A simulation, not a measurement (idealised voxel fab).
process module | voxel wiring stack
cross-section cut | 175 nm wide | cells 5 nm
A cross-section is a grid of square cells, given in bands from the top down. A band is one or more rows of cells.
Each band's line starts with the height of the band's top and of its bottom, in nm. Then come its materials from left to right, each with its width in nm. One material with "throughout" fills the band from edge to edge. "air" is empty space.
Height 0 is the level under which the wafer as received is all one material. The lowest band goes on downwards, as in "0 down".
A width such as "30 to 40" changes by the same amount from each row of cells to the next, from the band's top row to its bottom row.
"no change" after a step means that no cell of the cross-section changed.
closed voids: empty space of 8 cells or more with no open way to the top, each as width x height at its distance from the left edge, in nm
after a step's settings: what the simulator itself notes on the step
overlay nm, on a step with a mask: how far to the right of its planned place the mask lay; to the left if negative
plan
1 op RECEIVE | material Si
2 op CONFORMAL_DEP | material SiO2 | thk nm 15
3 op DIRECTIONAL_DEP | material TiN | thk nm 5
4 op DIRECTIONAL_DEP | material Ru | thk nm 15
5 op MASKED_ETCH | tone cover | mask id METAL_1 | width nm 20 | pitch nm 40 | etch materials Ru | depth nm 15 | overlay nm 0
6 op MASKED_ETCH | tone cover | mask id METAL_1 | width nm 20 | pitch nm 40 | etch materials TiN | depth nm 5 | overlay nm 0
7 op CONFORMAL_DEP | material SiN | thk nm 5
8 op FILL_DEP | material SiO2 | thk nm 10
9 op CMP | height nm 35
10 op CONFORMAL_DEP | material SiCN | thk nm 5
11 op DIRECTIONAL_DEP | material SiO2 | thk nm 20
12 op DIRECTIONAL_DEP | material aC | thk nm 10
13 op PATTERN | tone open | mask id PLUG_1 | material resist | width nm 15 | pitch nm 80 | thk nm 30 | overlay nm 0
14 op DIRECTIONAL_ETCH | etch materials aC | depth nm 10
15 op STRIP | etch materials resist
16 op DIRECTIONAL_ETCH | etch materials SiO2 | depth nm 10
17 op DIRECTIONAL_ETCH | etch materials SiCN | depth nm 5
18 op STRIP | etch materials aC
19 op CONFORMAL_DEP | material TiN | thk nm 5
20 op FILL_DEP | material Ru | thk nm 5
21 op CMP | height nm 60
22 op CONFORMAL_DEP | material SiCN | thk nm 5
23 op DIRECTIONAL_DEP | material SiO2 | thk nm 15
24 op MASKED_ETCH | tone open | mask id METAL_2 | width nm 20 | pitch nm 40 | etch materials SiO2 | depth nm 15 | overlay nm 0
25 op MASKED_ETCH | tone open | mask id METAL_2 | width nm 20 | pitch nm 40 | etch materials SiCN | depth nm 5 | overlay nm 0
26 op CONFORMAL_DEP | material TiN | thk nm 5
27 op FILL_DEP | material Ru | thk nm 5
28 op CMP | height nm 80
29 op CONFORMAL_DEP | material SiCN | thk nm 5
varied across the wafers: depth nm of step 16. The plan shows the first wafer's value. All wafers start alike
first wafer as received, after step 1
  0 down: Si throughout
  closed voids: none
each wafer at the end: cells of each material gained (+) or lost (-) since it was received, then its closed voids
depth nm 10 | +56 Ru | +93 SiCN | +41 SiN | +353 SiO2 | +52 TiN | closed voids: none
depth nm 15 | +58 Ru | +93 SiCN | +41 SiN | +347 SiO2 | +56 TiN | closed voids: none
depth nm 20 | +62 Ru | +87 SiCN | +41 SiN | +341 SiO2 | +64 TiN | closed voids: none
depth nm 25 | +62 Ru | +87 SiCN | +41 SiN | +341 SiO2 | +64 TiN | closed voids: none
depth nm 30 | +62 Ru | +87 SiCN | +41 SiN | +341 SiO2 | +64 TiN | closed voids: none
depth nm 35 | +62 Ru | +87 SiCN | +41 SiN | +341 SiO2 | +64 TiN | closed voids: none
